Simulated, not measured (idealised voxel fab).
The following is a process module called voxel gate over fins.
Cross-section cut spans 270 nm and uses square cells 5 nm in size.
Just so we're on the same page, the cross-sections are grids of square cells, and they're listed out in bands top to bottom, each band one or more rows deep. Look at the band entry: it leads with the top's height and the bottom's height in nm. Then it lists the materials left to right, with a width in nm for each. The word "everywhere" on a single material says that material fills the band edge to edge. The word "empty" is empty space. The reference from which all heights are counted is 0, the level beneath which the as-received wafer is entirely one material; the lowest band, having no lower bound, proceeds downward and is written after the example "0 -> down". The notation "30..40" denotes a width that varies across the rows of cells in the band, beginning at the first number in the top row, finishing at the second number in the bottom row, and changing by an identical amount from each row to the next. A step reported as "stayed the same" is a step in which no cell of the cross-section changed. If an empty space has no open way to the top and is at least 8 cells in size, "Entrapped void list" lists it, written width x height at distance, where distance is measured from the left edge and every value is in nm. Note: text after step settings on the step line = simulator remark on that step. The setting "overlay nm" may be written on the line of a step. When the step uses a mask, the value reports how far to the right of the planned place the mask lay, and a negative value reports that it lay to the left.

## The planned process steps are enumerated hereunder
1 RECEIVE with material Si
2 CONFORMAL_DEP with material SiN, thk nm 10
3 PATTERN with tone cover, mask id FINS, material resist, width nm 15, pitch nm 40, thk nm 20, overlay nm 0
4 DIRECTIONAL_ETCH with etch materials SiN, depth nm 10
5 DIRECTIONAL_ETCH with etch materials Si, depth nm 35
6 STRIP with etch materials resist
7 FILL_DEP with material SiO2, thk nm 15
8 CMP with height nm 10
9 SELECTIVE_ETCH with etch materials SiO2, depth nm 20
10 STRIP with etch materials SiN
11 CONFORMAL_DEP with material HfO2, thk nm 5
12 CONFORMAL_DEP with material TiN, thk nm 5
13 CONFORMAL_DEP with material TiAl, thk nm 5
14 CONFORMAL_DEP with material TiN, thk nm 5
15 FILL_DEP with material W, thk nm 10
16 CMP with height nm 25
17 CONFORMAL_DEP with material SiCN, thk nm 10

## Delivered wafer in cross-section: state after step 1
  0 -> down = Si everywhere
  Entrapped void list: none

## Wafer at module end, in section. Began as above, planned as above, run with one mistake
  35 -> 20 = W everywhere
  20 -> 15 = W=65 | TiN=135 | W=70
  15 -> 10 = W=65 | TiN=5 | TiAl=125 | TiN=5 | W=70
  10 -> 5 = TiN=70 | TiAl=5 | TiN=35 | TiAl=5 | TiN=35 | TiAl=5 | TiN=35 | TiAl=5 | TiN=75
  5 -> 0 = TiAl=75 | TiN=5 | HfO2=25 | TiN=5 | TiAl=5 | TiN=5 | HfO2=25 | TiN=5 | TiAl=5 | TiN=5 | HfO2=25 | TiN=5 | TiAl=80
  0 -> -5 = TiN=80 | HfO2=5 | Si=15 | HfO2=5 | TiN=15 | HfO2=5 | Si=15 | HfO2=5 | TiN=15 | HfO2=5 | Si=15 | HfO2=5 | TiN=85
  -5 -> -10 = HfO2=85 | Si=15 | HfO2=25 | Si=15 | HfO2=25 | Si=15 | HfO2=90
  -10 -> -35 = SiO2=85 | Si=15 | SiO2=25 | Si=15 | SiO2=25 | Si=15 | SiO2=90
  -35 -> down = Si everywhere
  Entrapped void list: none
It is concluded that the wafer was processed incorrectly with respect to the plan, in that step 17 was not run as planned; what actually ran was CONFORMAL_DEP with material W, thk nm 10
